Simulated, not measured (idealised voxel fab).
The following process module bears the name voxel self aligned vias.
Square cells of 5 nm make up the cross-section cut, whose width is 225 nm.
When this document writes out a cross-section, it uses a grid of square cells and lists it as bands, beginning at the top and moving down, with a band standing for one or more rows of cells.
Band entry format. Leading values: height of top, height of bottom, nm. Remainder: materials in left-to-right order, each with its width in nm. Special words: "full width" on a single material, which then fills the band edge to edge; "empty", empty space.
Height datum 0, below which the as-received substrate wafer is one material. Lowest band open at the bottom, running downward: "0..down".
A width such as "30 to 40" changes by the same amount from each row of cells to the next, from the band's top row to its bottom row.
Key: "same as before" - step with no changed cell in the cross-section.
What "Closed void entries" gives you is every empty space of 8 cells or more that is cut off from the top. Each appears as width x height at distance, with the distance taken from the left edge and width, height and distance all in nm.
after a step's settings: what the simulator itself notes on the step
You can add "overlay nm" to a step's line. For a step with a mask, it describes how far the mask lay to the right of its planned position, and a negative number describes a lay to the left.

Plan
step 1: RECEIVE (material Si)
step 2: CONFORMAL_DEP (material SiO2; thk nm 15)
step 3: CONFORMAL_DEP (material SiCN; thk nm 5)
step 4: DIRECTIONAL_DEP (material lowk; thk nm 25)
step 5: DIRECTIONAL_DEP (material aC; thk nm 10)
step 6: PATTERN (tone open; mask id LINES; material resist; width nm 20; pitch nm 65; thk nm 25; overlay nm 0)
step 7: DIRECTIONAL_ETCH (etch materials aC; depth nm 10)
step 8: STRIP (etch materials resist)
step 9: DIRECTIONAL_ETCH (etch materials lowk; depth nm 25)
step 10: STRIP (etch materials aC)
step 11: CONFORMAL_DEP (material TiN; thk nm 5)
step 12: FILL_DEP (material Ru; thk nm 10)
step 13: CMP (height nm 45)
step 14: SELECTIVE_ETCH (etch materials W Ru TiN; depth nm 5)
step 15: FILL_DEP (material SiN; thk nm 10)
step 16: CMP (height nm 45)
step 17: DIRECTIONAL_DEP (material lowk; thk nm 15)
step 18: DIRECTIONAL_DEP (material aC; thk nm 15)
step 19: PATTERN (tone open; mask id VIAS; material resist; width nm 40; pitch nm 130; thk nm 30; overlay nm 0)
step 20: DIRECTIONAL_ETCH (etch materials aC; depth nm 15)
step 21: STRIP (etch materials resist)
step 22: DIRECTIONAL_ETCH (etch materials lowk; depth nm 15)
step 23: DIRECTIONAL_ETCH (etch materials SiN; depth nm 5)
step 24: STRIP (etch materials aC)
step 25: CONFORMAL_DEP (material TiN; thk nm 5)
step 26: FILL_DEP (material Cu; thk nm 5)
step 27: CMP (height nm 60)
step 28: CONFORMAL_DEP (material SiN; thk nm 5)

As-received state of the wafer in cross-section, equivalent to post-step 1
- 0..down: Si full width
- Closed void entries: none

The cross-section shown corresponds to the wafer at the conclusion of the module. The initial structure and the process plan are those presented above; however, one mistake occurred in executing the plan
- 60..55: SiN full width
- 55..45: lowk 25; TiN 5 to 15; Cu 30 to 10; TiN 5 to 15; lowk 90; TiN 5 to 15; Cu 30 to 10; TiN 5 to 15; lowk 30
- 45..40: lowk 35; TiN 20; lowk 45; SiN 20; lowk 45; TiN 20; lowk 40
- 40..25: lowk 35; TiN 5; Ru 10; TiN 5; lowk 45; TiN 5; Ru 10; TiN 5; lowk 45; TiN 5; Ru 10; TiN 5; lowk 40
- 25..20: lowk 35; TiN 20; lowk 45; TiN 20; lowk 45; TiN 20; lowk 40
- 20..15: SiCN full width
- 15..0: SiO2 full width
- 0..down: Si full width
- Closed void entries: none
What was done differently from what was planned? contrary to plan, step 27 was performed as CMP (height nm 55)
